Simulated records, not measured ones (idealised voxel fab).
process module | voxel ribs on slabs
cross-section cut | 145 nm wide | cells 5 nm
A cross-section is a grid of square cells, given in bands from the top down. A band is one or more rows of cells.
Each band's line starts with the height of the band's top and of its bottom, in nm. Then come its materials from left to right, each with its width in nm. One material with "throughout" fills the band from edge to edge. "air" is empty space.
Height 0 is the level under which the wafer as received is all one material. The lowest band goes on downwards, as in "0 down".
A width such as "30 to 40" changes by the same amount from each row of cells to the next, from the band's top row to its bottom row.
"no change" after a step means that no cell of the cross-section changed.
closed voids: empty space of 8 cells or more with no open way to the top, each as width x height at its distance from the left edge, in nm
after a step's settings: what the simulator itself notes on the step
overlay nm, on a step with a mask: how far to the right of its planned place the mask lay; to the left if negative
plan
1 op RECEIVE | material Si
2 op DIRECTIONAL_DEP | material SiO2 | thk nm 25
3 op DIRECTIONAL_DEP | material polySi | thk nm 25
4 op PATTERN | tone cover | mask id RIB | material resist | width nm 20 | thk nm 15 | overlay nm 0
5 op DIRECTIONAL_ETCH | etch materials polySi | depth nm 15
6 op STRIP | etch materials resist
7 op MASKED_ETCH | tone cover | mask id SLAB | width nm 80 | etch materials polySi | depth nm 10 | overlay nm 0
8 op FILL_DEP | material SiO2 | thk nm 15
9 op CMP | height nm 60
10 op DIRECTIONAL_DEP | material TiN | thk nm 5
11 op PATTERN | tone cover | mask id HEATER | material resist | width nm 30 | thk nm 20 | overlay nm 0
12 op DIRECTIONAL_ETCH | etch materials TiN | depth nm 5
13 op STRIP | etch materials resist
14 op CONFORMAL_DEP | material SiN | thk nm 5
first wafer, as planned
as received, after step 1
  0 down: Si throughout
  closed voids: none
after step 2
  25 to 0: SiO2 throughout
  below 0: unchanged
after step 3
  50 to 25: polySi throughout
  below 25: unchanged
after step 4
  65 to 50: air 60 | resist 20 | air 65
  below 50: unchanged
after step 5
  65 to 50: air 60 | resist 20 | air 65
  50 to 35: air 60 | polySi 20 | air 65
  below 35: unchanged
after step 6
  50 to 35: air 60 | polySi 20 | air 65
  below 35: unchanged
after step 7
  50 to 35: air 60 | polySi 20 | air 65
  35 to 25: air 30 | polySi 80 | air 35
  below 25: unchanged
after step 8
  65 to 50: SiO2 throughout
  50 to 35: SiO2 60 | polySi 20 | SiO2 65
  35 to 25: SiO2 30 | polySi 80 | SiO2 35
  below 25: unchanged
after step 9
  60 to 50: SiO2 throughout
  below 50: unchanged
after step 10
  65 to 60: TiN throughout
  below 60: unchanged
after step 11
  85 to 65: air 55 | resist 30 | air 60
  below 65: unchanged
after step 12
  85 to 65: air 55 | resist 30 | air 60
  65 to 60: air 55 | TiN 30 | air 60
  below 60: unchanged
after step 13
  65 to 60: air 55 | TiN 30 | air 60
  below 60: unchanged
after step 14
  70 to 65: air 50 | SiN 40 | air 55
  65 to 60: SiN 55 | TiN 30 | SiN 60
  below 60: unchanged
second wafer: like start, like plan, one mistake. Through step 6 it matches the first wafer
when step 7 should have ended
  50 to 35: air 60 | polySi 20 | air 65
  35 to 30: air 30 | polySi 80 | air 35
  below 30: unchanged
when step 8 should have ended
  65 to 50: SiO2 throughout
  50 to 35: SiO2 60 | polySi 20 | SiO2 65
  35 to 30: SiO2 30 | polySi 80 | SiO2 35
  below 30: unchanged
when step 9 should have ended
  60 to 50: SiO2 throughout
  below 50: unchanged
when step 10 should have ended
  65 to 60: TiN throughout
  below 60: unchanged
when step 11 should have ended
  85 to 65: air 55 | resist 30 | air 60
  below 65: unchanged
when step 12 should have ended
  85 to 65: air 55 | resist 30 | air 60
  65 to 60: air 55 | TiN 30 | air 60
  below 60: unchanged
when step 13 should have ended
  65 to 60: air 55 | TiN 30 | air 60
  below 60: unchanged
when step 14 should have ended
  70 to 65: air 50 | SiN 40 | air 55
  65 to 60: SiN 55 | TiN 30 | SiN 60
  below 60: unchanged
what went wrong: step 7 ran as: op MASKED_ETCH | tone cover | mask id SLAB | width nm 80 | etch materials polySi | depth nm 5 | overlay nm 0
at the end the second wafer has, in cells: 13 fewer of SiO2 | 13 more of polySi
